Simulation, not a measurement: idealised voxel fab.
The name of this process module is voxel transistor to metal.
The cross-section shown here is cut; it is 155 nm wide and divided into square cells measuring 5 nm on a side.
In this document a cross-section is written as a grid of square cells. It is given as a series of bands, listed from the top down, and a band is one or more rows of cells. Top, bottom (nm), then materials left to right with widths (nm); lone material tagged "edge to edge" fills the whole band edge to edge; "blank" = empty space. Ref level 0: as-received wafer is one material below here. Bottom band extends down with no lower bound ("0 down"). The notation "30..40" denotes a width that varies across the rows of cells in the band, beginning at the first number in the top row, finishing at the second number in the bottom row, and changing by an identical amount from each row to the next. No cell of the cross-section changed in a step that is given as "everything unchanged". The list in "Sealed void inventory" covers empty spaces of 8 cells or more that cannot reach the top through any open way, and it gives each as width x height at distance; the distance is from the left edge, and width, height and distance are in nm. after a step's settings: what the simulator itself notes on the step. The line of a step may include "overlay nm". On a step with a mask, this value is how far to the right of its planned place the mask lay. A negative value means the mask lay to the left.
# Here's what the planned process steps look like
1,RECEIVE: material Si
2,OXIDIZE: depth nm 5
3,CONFORMAL_DEP: material SiN, thk nm 15
4,DIRECTIONAL_DEP: material aC, thk nm 10
5,PATTERN: tone cover, mask id ACTIVE, material resist, width nm 105, thk nm 25, overlay nm 0
6,DIRECTIONAL_ETCH: etch materials aC, depth nm 10
7,STRIP: etch materials resist
8,DIRECTIONAL_ETCH: etch materials SiN, depth nm 15
9,DIRECTIONAL_ETCH: etch materials SiO2, depth nm 5
10,DIRECTIONAL_ETCH: etch materials Si, depth nm 30
11,STRIP: etch materials aC
12,OXIDIZE: depth nm 5
13,FILL_DEP: material SiO2, thk nm 15
14,CMP: height nm 15
15,SELECTIVE_ETCH: etch materials SiO2, depth nm 15
16,STRIP: etch materials SiN
17,SELECTIVE_ETCH: etch materials SiO2, depth nm 5
18,OXIDIZE: depth nm 5
19,DIRECTIONAL_DEP: material polySi, thk nm 25
20,DIRECTIONAL_DEP: material SiCN, thk nm 10
21,PATTERN: tone cover, mask id GATE, material resist, width nm 15, thk nm 15, overlay nm 0
22,DIRECTIONAL_ETCH: etch materials SiCN, depth nm 20
23,DIRECTIONAL_ETCH: etch materials polySi, depth nm 35
24,STRIP: etch materials resist
25,CONFORMAL_DEP: material SiN, thk nm 10
26,DIRECTIONAL_ETCH: etch materials SiN, depth nm 10
27,DIRECTIONAL_ETCH: etch materials SiO2, depth nm 5
28,EPI: material nSi, thk nm 5
29,FILL_DEP: material SiO2, thk nm 10
30,CMP: height nm 30
31,DIRECTIONAL_DEP: material SiO2, thk nm 10
32,PATTERN: tone open, mask id CONTACT, material resist, width nm 30, pitch nm 55, thk nm 20, overlay nm 0
33,DIRECTIONAL_ETCH: etch materials SiO2, depth nm 45
34,STRIP: etch materials resist
35,CONFORMAL_DEP: material TiN, thk nm 5
36,FILL_DEP: material Ru, thk nm 5
37,CMP: height nm 40
38,DIRECTIONAL_DEP: material TiN, thk nm 5
39,DIRECTIONAL_DEP: material Ru, thk nm 15
40,PATTERN: tone cover, mask id METAL_1, material resist, width nm 20, pitch nm 65, thk nm 15, overlay nm 0
41,DIRECTIONAL_ETCH: etch materials Ru, depth nm 15
42,DIRECTIONAL_ETCH: etch materials TiN, depth nm 5
43,STRIP: etch materials resist
44,CONFORMAL_DEP: material SiN, thk nm 5
45,FILL_DEP: material SiO2, thk nm 5
46,CMP: height nm 60
47,CONFORMAL_DEP: material SiCN, thk nm 5
48,DIRECTIONAL_DEP: material SiO2, thk nm 35
49,DIRECTIONAL_DEP: material aC, thk nm 10
50,PATTERN: tone open, mask id METAL_2_HOLES, material resist, width nm 15, pitch nm 65, thk nm 30, overlay nm 0
51,DIRECTIONAL_ETCH: etch materials aC, depth nm 10
52,STRIP: etch materials resist
53,DIRECTIONAL_ETCH: etch materials SiO2, depth nm 35
54,STRIP: etch materials aC
55,DIRECTIONAL_DEP: material aC, thk nm 15
56,PATTERN: tone open, mask id METAL_2, material resist, width nm 20, pitch nm 65, thk nm 35, overlay nm 0
57,DIRECTIONAL_ETCH: etch materials aC, depth nm 15
58,STRIP: etch materials resist
59,DIRECTIONAL_ETCH: etch materials SiO2, depth nm 20
60,DIRECTIONAL_ETCH: etch materials SiCN, depth nm 5
61,STRIP: etch materials aC
62,CONFORMAL_DEP: material TiN, thk nm 5
63,FILL_DEP: material Ru, thk nm 5
64,CMP: height nm 100
65,CONFORMAL_DEP: material SiN, thk nm 5
# as received, after step 1
	0 down: Si edge to edge
	Sealed void inventory: none
# Look at the cross-section after the module: the wafer started out the way shown above and the plan was the one shown above, yet one mistake was made along the way
	105 to 100: SiN edge to edge
	100 to 85: SiO2 35 nm  TiN 5 nm  Ru 10 nm  TiN 5 nm  SiO2 45 nm  TiN 5 nm  Ru 10 nm  TiN 5 nm  SiO2 35 nm
	85 to 80: SiO2 35 nm  TiN 5 nm  Ru 5 nm  TiN 10 nm  SiO2 45 nm  TiN 5 nm  Ru 5 nm  TiN 10 nm  SiO2 35 nm
	80 to 65: SiO2 35 nm  TiN 5 nm  Ru 5 nm  TiN 5 nm  SiO2 50 nm  TiN 5 nm  Ru 5 nm  TiN 5 nm  SiO2 40 nm
	65 to 60: SiCN 35 nm  TiN 15 nm  SiCN 50 nm  TiN 15 nm  SiCN 40 nm
	60 to 45: SiO2 30 nm  SiN 5 nm  Ru 20 nm  SiN 5 nm  SiO2 35 nm  SiN 5 nm  Ru 20 nm  SiN 5 nm  SiO2 30 nm
	45 to 40: SiN 35 nm  TiN 20 nm  SiN 45 nm  TiN 20 nm  SiN 35 nm
	40 to 30: SiO2 35 nm  TiN 5 nm  Ru 20..15 nm  TiN 5..10 nm  SiO2 25 nm  TiN 5..10 nm  Ru 20..15 nm  TiN 5 nm  SiO2 35 nm
	30 to 25: SiO2 35 nm  TiN 5 nm  Ru 15 nm  TiN 5 nm  SiN 10 nm  SiCN 15 nm  SiN 10 nm  TiN 5 nm  Ru 15 nm  TiN 5 nm  SiO2 35 nm
	25 to 5: SiO2 35 nm  TiN 5 nm  Ru 15 nm  TiN 5 nm  SiN 10 nm  polySi 15 nm  SiN 10 nm  TiN 5 nm  Ru 15 nm  TiN 5 nm  SiO2 35 nm
	5 to 0: SiO2 35 nm  TiN 25 nm  SiN 10 nm  polySi 15 nm  SiN 10 nm  TiN 25 nm  SiO2 35 nm
	0 to -5: SiO2 20 nm  SiN 10 nm  nSi 30 nm  SiO2 35 nm  nSi 30 nm  SiN 10 nm  SiO2 20 nm
	-5 to -40: SiO2 30 nm  Si 95 nm  SiO2 30 nm
	-40 down: Si edge to edge
	Sealed void inventory: none
Misprocessing identified: steps 16 and 17 of the plan were each performed in the slot designated for the other
